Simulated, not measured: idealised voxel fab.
Title: Process Module voxel ribs on slabs
Displayed cross-section: cut, width of 285 nm, square cells sized 5 nm.
Heads up, the way a cross-section reads in here is a grid of square cells, handed over as bands from the top down, with every band being one or more rows of cells. Band entry format. Leading values: height of top, height of bottom, nm. Remainder: materials in left-to-right order, each with its width in nm. Special words: "everywhere" on a single material, which then fills the band edge to edge; "air", empty space. For the purposes of this specification, 0 denotes the height below which the wafer in its as-received condition is composed wholly of one material, and the lowermost band, lacking a lower limit, extends downward without end, as expressed in "z 0 and below". Graded width ("30..40"): value in top row of band = first number; value in bottom row = second number; row-to-row change constant. For the purposes of this document, the phrase "no alterations made" attached to a step denotes that no cell within the cross-section was modified by that step. In the "Sealed void inventory" entry, you get each enclosed empty space of 8 cells or more, one with no open way to the top, written width x height at distance, distance from the left edge, in nm. Heads up: the bit after the settings on a step's line is the simulator's remark on that step. Each step line may optionally specify "overlay nm", which for a step with a mask gives the rightward distance between the mask's planned place and where it lay, a negative value indicating the leftward direction.
Listed below are the process steps as planned
| 1 | RECEIVE with material Si |
| 2 | DIRECTIONAL_DEP with material SiO2, thk nm 25 |
| 3 | DIRECTIONAL_DEP with material SiN, thk nm 15 |
| 4 | PATTERN with tone cover, mask id RIB, material resist, width nm 30, thk nm 15, overlay nm 0 |
| 5 | DIRECTIONAL_ETCH with etch materials SiN, depth nm 10 |
| 6 | STRIP with etch materials resist |
| 7 | MASKED_ETCH with tone cover, mask id SLAB, width nm 70, etch materials SiN, depth nm 5, overlay nm 0 |
| 8 | FILL_DEP with material SiO2, thk nm 25 |
| 9 | CMP with height nm 60 |
| 10 | DIRECTIONAL_DEP with material TiN, thk nm 10 |
| 11 | DIRECTIONAL_DEP with material aC, thk nm 10 |
| 12 | PATTERN with tone cover, mask id HEATER, material resist, width nm 40, thk nm 30, overlay nm 0 |
| 13 | DIRECTIONAL_ETCH with etch materials aC, depth nm 10 |
| 14 | STRIP with etch materials resist |
| 15 | DIRECTIONAL_ETCH with etch materials TiN, depth nm 10 |
| 16 | STRIP with etch materials aC |
| 17 | CONFORMAL_DEP with material SiN, thk nm 5 |
Received-state cross-section, reflecting completion of step 1
- z 0 and below | Si everywhere
- Sealed void inventory: none
a wafer at the end: this start, this plan, one mistake
- z 65 to 60 | air 115 nm; SiN 50 nm; air 120 nm
- z 60 to 55 | air 115 nm; SiN 5 nm; TiN 40 nm; SiN 5 nm; air 120 nm
- z 55 to 50 | SiN 120 nm; TiN 40 nm; SiN 125 nm
- z 50 to 40 | SiO2 everywhere
- z 40 to 30 | SiO2 125 nm; SiN 30 nm; SiO2 130 nm
- z 30 to 25 | SiO2 105 nm; SiN 70 nm; SiO2 110 nm
- z 25 to 0 | SiO2 everywhere
- z 0 and below | Si everywhere
- Sealed void inventory: none
Which mistake was made when the wafer was run? step 9 was not run as planned; what actually ran was CMP with height nm 50
